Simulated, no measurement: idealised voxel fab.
Proc. module: voxel transistor to metal
For reference, the cross-section in this document is cut, with width 190 nm and square cells of 5 nm.
Cross-section format: a grid of square cells, given as bands from top to bottom; each band is one or more rows of cells.
This entry defines a band. It first specifies the height of the band's top and the height of its bottom in nm, and then specifies the band's materials from left to right, stating each material with its width in nm. The word "edge to edge" identifies a single material that fills the band from edge to edge, while the word "empty" identifies empty space.
All heights in this document are referenced to 0, defined as the level beneath which the wafer, as received, consists entirely of one material. The lowest band is not bounded below; it extends indefinitely downward and is written in the form "top 0, no bottom".
Note: "30->40" means the width goes from the first number (top row of the band) to the second number (bottom row) in equal steps per row of cells.
The cross-section has no changed cell in any step marked "no modifications".
Look at "Closed empty spaces" for the closed voids: empty spaces with no open path to the top, sized 8 cells or up. Each is width x height at distance, distance from the left edge, all nm.
Past the settings on a step's line: simulator remark, on that step.
For masked steps, "overlay nm" on the step line gives how far right of plan the mask actually lay; a minus sign means it lay to the left.

-- Steps in the process plan
1 RECEIVE,material Si
2 OXIDIZE,depth nm 5
3 CONFORMAL_DEP,material SiN,thk nm 15
4 PATTERN,tone cover,mask id ACTIVE,material resist,width nm 115,thk nm 20,overlay nm 0
5 DIRECTIONAL_ETCH,etch materials SiN,depth nm 15
6 DIRECTIONAL_ETCH,etch materials SiO2,depth nm 5
7 DIRECTIONAL_ETCH,etch materials Si,depth nm 30
8 STRIP,etch materials resist
9 OXIDIZE,depth nm 5
10 FILL_DEP,material SiO2,thk nm 15
11 CMP,height nm 15
12 SELECTIVE_ETCH,etch materials SiO2,depth nm 15
13 STRIP,etch materials SiN
14 SELECTIVE_ETCH,etch materials SiO2,depth nm 5
15 OXIDIZE,depth nm 5
16 DIRECTIONAL_DEP,material polySi,thk nm 20
17 DIRECTIONAL_DEP,material SiCN,thk nm 15
18 DIRECTIONAL_DEP,material aC,thk nm 15
19 PATTERN,tone cover,mask id GATE,material resist,width nm 35,thk nm 35,overlay nm 0
20 DIRECTIONAL_ETCH,etch materials aC,depth nm 15
21 STRIP,etch materials resist
22 DIRECTIONAL_ETCH,etch materials SiCN,depth nm 25
23 DIRECTIONAL_ETCH,etch materials polySi,depth nm 30
24 STRIP,etch materials aC
25 CONFORMAL_DEP,material SiN,thk nm 10
26 DIRECTIONAL_ETCH,etch materials SiN,depth nm 10
27 DIRECTIONAL_ETCH,etch materials SiO2,depth nm 5
28 DIRECTIONAL_ETCH,etch materials Si,depth nm 15
29 EPI,material SiGe,thk nm 15
30 FILL_DEP,material SiO2,thk nm 5
31 CMP,height nm 15
32 STRIP,etch materials polySi
33 SELECTIVE_ETCH,etch materials SiO2,depth nm 5
34 CONFORMAL_DEP,material HfO2,thk nm 5
35 CONFORMAL_DEP,material TiN,thk nm 5
36 FILL_DEP,material W,thk nm 10
37 CMP,height nm 10
38 DIRECTIONAL_DEP,material SiO2,thk nm 10
39 DIRECTIONAL_DEP,material aC,thk nm 15
40 PATTERN,tone open,mask id CONTACT,material resist,width nm 15,pitch nm 80,thk nm 30,overlay nm 0
41 DIRECTIONAL_ETCH,etch materials aC,depth nm 15
42 STRIP,etch materials resist
43 DIRECTIONAL_ETCH,etch materials SiO2,depth nm 30
44 STRIP,etch materials aC
45 CONFORMAL_DEP,material TiN,thk nm 5
46 FILL_DEP,material Ru,thk nm 5
47 CMP,height nm 20
48 CONFORMAL_DEP,material SiCN,thk nm 5
49 DIRECTIONAL_DEP,material SiO2,thk nm 25
50 MASKED_ETCH,tone open,mask id METAL_1,width nm 15,pitch nm 80,etch materials SiO2,depth nm 25,overlay nm 0
51 MASKED_ETCH,tone open,mask id METAL_1,width nm 15,pitch nm 80,etch materials SiCN,depth nm 5,overlay nm 0
52 CONFORMAL_DEP,material TiN,thk nm 5
53 FILL_DEP,material Cu,thk nm 10
54 CMP,height nm 50
55 CONFORMAL_DEP,material SiCN,thk nm 5

-- Cross-section of the wafer at receipt, which is the condition after step 1
	top 0, no bottom | Si edge to edge
	Closed empty spaces: none

-- The first of two wafers, cross-sectioned at the end of the module, with the run proceeding as planned
	top 55, bottom 50 | SiCN edge to edge
	top 50, bottom 25 | 45 of SiO2 | 5 of TiN | 5 of Cu | 5 of TiN | 65 of SiO2 | 5 of TiN | 5 of Cu | 5 of TiN | 50 of SiO2
	top 25, bottom 20 | 45 of SiCN | 15 of TiN | 65 of SiCN | 15 of TiN | 50 of SiCN
	top 20, bottom 10 | 45 of SiO2 | 5 of TiN | 5 of Ru | 5 of TiN | 65 of SiO2 | 5 of TiN | 5 of Ru | 5 of TiN | 50 of SiO2
	top 10, bottom 5 | 45 of SiO2 | 15 of TiN | 5 of SiO2 | 10 of SiN | 5 of HfO2 | 5 of TiN | 15 of W | 5 of TiN | 5 of HfO2 | 10 of SiN | 5 of SiO2 | 15 of TiN | 50 of SiO2
	top 5, bottom 0 | 45 of SiO2 | 5 of TiN | 15 of SiGe | 10 of SiN | 5 of HfO2 | 5 of TiN | 15 of W | 5 of TiN | 5 of HfO2 | 10 of SiN | 15 of SiGe | 5 of TiN | 50 of SiO2
	top 0, bottom -5 | 45 of SiO2 | 5 of TiN | 15 of SiGe | 10 of SiN | 5 of HfO2 | 25 of TiN | 5 of HfO2 | 10 of SiN | 15 of SiGe | 5 of TiN | 50 of SiO2
	top -5, bottom -10 | 45 of SiO2 | 5 of TiN | 15 of SiGe | 5 of SiO2 | 45 of HfO2 | 5 of SiO2 | 15 of SiGe | 5 of TiN | 50 of SiO2
	top -10, bottom -25 | 40 of SiO2 | 25 of SiGe | 55 of Si | 25 of SiGe | 45 of SiO2
	top -25, bottom -40 | 40 of SiO2 | 105 of Si | 45 of SiO2
	top -40, no bottom | Si edge to edge
	Closed empty spaces: none

-- Cross-sectional image of the second wafer of the two following completion of the module. Starting state and process plan were the same as for the first wafer; one execution error occurred
	top 55, bottom 50 | SiCN edge to edge
	top 50, bottom 25 | 45 of SiO2 | 5 of TiN | 5 of Cu | 5 of TiN | 65 of SiO2 | 5 of TiN | 5 of Cu | 5 of TiN | 50 of SiO2
	top 25, bottom 20 | 45 of SiCN | 15 of TiN | 65 of SiCN | 15 of TiN | 50 of SiCN
	top 20, bottom 15 | 45 of SiO2 | 5 of TiN | 5 of Ru | 5 of TiN | 65 of SiO2 | 5 of TiN | 5 of Ru | 5 of TiN | 50 of SiO2
	top 15, bottom 10 | 45 of SiO2 | 15 of TiN | 65 of SiO2 | 15 of TiN | 50 of SiO2
	top 10, bottom 5 | 65 of HfO2 | 10 of SiN | 5 of HfO2 | 5 of TiN | 15 of W | 5 of TiN | 5 of HfO2 | 10 of SiN | 70 of HfO2
	top 5, bottom 0 | 50 of SiO2 | 15 of SiGe | 10 of SiN | 5 of HfO2 | 5 of TiN | 15 of W | 5 of TiN | 5 of HfO2 | 10 of SiN | 15 of SiGe | 55 of SiO2
	top 0, bottom -5 | 50 of SiO2 | 15 of SiGe | 10 of SiN | 5 of HfO2 | 25 of TiN | 5 of HfO2 | 10 of SiN | 15 of SiGe | 55 of SiO2
	top -5, bottom -10 | 50 of SiO2 | 15 of SiGe | 5 of SiO2 | 45 of HfO2 | 5 of SiO2 | 15 of SiGe | 55 of SiO2
	top -10, bottom -25 | 40 of SiO2 | 25 of SiGe | 55 of Si | 25 of SiGe | 45 of SiO2
	top -25, bottom -40 | 40 of SiO2 | 105 of Si | 45 of SiO2
	top -40, no bottom | Si edge to edge
	Closed empty spaces: none
What was the processing mistake? step 31 was processed under conditions differing from the plan, specifically as CMP,height nm 10
Final comparison by cell count, materials where the second wafer has more or fewer than the first: +27 HfO2; -2 Ru; -15 SiO2; -10 TiN
